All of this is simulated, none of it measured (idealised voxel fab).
The name of this process module is voxel gate over fins.
For reference, the cross-section in this document is cut, with width 220 nm and square cells of 5 nm.
A cross-section in this document is a grid of square cells, and it is written down as bands, the top band listed before the ones below it; a band is made up of one or more rows of cells.
A band entry consists of two parts. The first gives the height of the band's top and the height of its bottom, in nm. The rest lists the band's materials from left to right, each with its width in nm. A single material labelled with the word "everywhere" fills the band from edge to edge, and the word "blank" marks empty space.
Heights are measured from 0, the level below which the as-received wafer is all one material; the lowest band has no bottom and continues downward, written as in "0..down".
The two numbers in a width such as "30 to 40" mark its ends across the band: the first belongs to the top row of cells, the second to the bottom row, and from each row to the next the width moves by the same amount.
Take "same as before" at face value: in the step it is given for, the cross-section changed in none of its cells.
In the "Voids, fully enclosed" entry, you get each enclosed empty space of 8 cells or more, one with no open way to the top, written width x height at distance, distance from the left edge, in nm.
What comes after the settings on a step's line is commentary from the simulator itself on that step.
overlay nm: where the mask lay relative to plan, measured to the right, on steps with a mask; negatives go left.

So here's the lineup of process steps we planned
1 RECEIVE, material Si
2 CONFORMAL_DEP, material SiN, thk nm 10
3 PATTERN, tone cover, mask id FINS, material resist, width nm 15, pitch nm 55, thk nm 15, overlay nm 0
4 DIRECTIONAL_ETCH, etch materials SiN, depth nm 10
5 DIRECTIONAL_ETCH, etch materials Si, depth nm 30
6 STRIP, etch materials resist
7 FILL_DEP, material SiO2, thk nm 5
8 CMP, height nm 10
9 PATTERN, tone open, mask id RAIL, material resist, width nm 15, thk nm 20, overlay nm 0
10 DIRECTIONAL_ETCH, etch materials SiO2, depth nm 35
11 STRIP, etch materials resist
12 CONFORMAL_DEP, material TiN, thk nm 5
13 FILL_DEP, material W, thk nm 5
14 CMP, height nm 10
15 SELECTIVE_ETCH, etch materials W Ru TiN, depth nm 30
16 FILL_DEP, material SiO2, thk nm 5
17 CMP, height nm 0
18 SELECTIVE_ETCH, etch materials SiO2, depth nm 20
19 STRIP, etch materials SiN
20 CONFORMAL_DEP, material HfO2, thk nm 5
21 CONFORMAL_DEP, material TiN, thk nm 5
22 FILL_DEP, material W, thk nm 15
23 CMP, height nm 20
24 CONFORMAL_DEP, material SiCN, thk nm 10
Heads up: all these wafers start the same, and what changes between them is the height nm in step 17. The value you see in the plan is just what the first wafer got.

Received wafers, first of several: cross-section after step 1
	0..down: Si everywhere
	Voids, fully enclosed: none

Shown in cross-section: the first of several wafers at the end of the module, after its last step, step 24
	30..20: SiCN everywhere
	20..10: W everywhere
	10..5: 35 W, 35 TiN, 20 W, 35 TiN, 20 W, 35 TiN, 40 W
	5..0: 35 W, 5 TiN, 25 HfO2, 5 TiN, 20 W, 5 TiN, 25 HfO2, 5 TiN, 20 W, 5 TiN, 25 HfO2, 5 TiN, 40 W
	0..-10: 35 W, 5 TiN, 5 HfO2, 15 Si, 5 HfO2, 5 TiN, 20 W, 5 TiN, 5 HfO2, 15 Si, 5 HfO2, 5 TiN, 20 W, 5 TiN, 5 HfO2, 15 Si, 5 HfO2, 5 TiN, 40 W
	-10..-15: 40 TiN, 5 HfO2, 15 Si, 5 HfO2, 30 TiN, 5 HfO2, 15 Si, 5 HfO2, 30 TiN, 5 HfO2, 15 Si, 5 HfO2, 45 TiN
	-15..-20: 45 HfO2, 15 Si, 40 HfO2, 15 Si, 40 HfO2, 15 Si, 50 HfO2
	-20..-25: 45 SiO2, 15 Si, 10 SiO2, 15 TiN, 15 SiO2, 15 Si, 40 SiO2, 15 Si, 50 SiO2
	-25..-30: 45 SiO2, 15 Si, 40 SiO2, 15 Si, 40 SiO2, 15 Si, 50 SiO2
	-30..down: Si everywhere
	Voids, fully enclosed: none

Cross-section of the last wafer at end of module
	30..20: SiCN everywhere
	20..10: W everywhere
	10..5: 35 W, 35 TiN, 20 W, 35 TiN, 20 W, 35 TiN, 40 W
	5..0: 40 TiN, 25 HfO2, 30 TiN, 25 HfO2, 30 TiN, 25 HfO2, 45 TiN
	0..-5: 45 HfO2, 15 Si, 40 HfO2, 15 Si, 40 HfO2, 15 Si, 50 HfO2
	-5..-20: 45 SiO2, 15 Si, 40 SiO2, 15 Si, 40 SiO2, 15 Si, 50 SiO2
	-20..-25: 45 SiO2, 15 Si, 10 SiO2, 15 TiN, 15 SiO2, 15 Si, 40 SiO2, 15 Si, 50 SiO2
	-25..-30: 45 SiO2, 15 Si, 40 SiO2, 15 Si, 40 SiO2, 15 Si, 50 SiO2
	-30..down: Si everywhere
	Voids, fully enclosed: none

The rows of the table below are wafers. Looking at the end of the module, a row counts, for every material, the cells the wafer has gained, shown as (+), or lost, shown as (-), since it was received; its closed voids come next
height nm 0, +68 HfO2, -210 Si, +88 SiCN, +67 SiO2, +71 TiN, +180 W, Voids, fully enclosed: none
height nm 5, +62 HfO2, -210 Si, +88 SiCN, +102 SiO2, +65 TiN, +157 W, Voids, fully enclosed: none
height nm 10, +56 HfO2, -210 Si, +88 SiCN, +137 SiO2, +59 TiN, +134 W, Voids, fully enclosed: none
height nm 15, +50 HfO2, -210 Si, +88 SiCN, +172 SiO2, +53 TiN, +111 W, Voids, fully enclosed: none
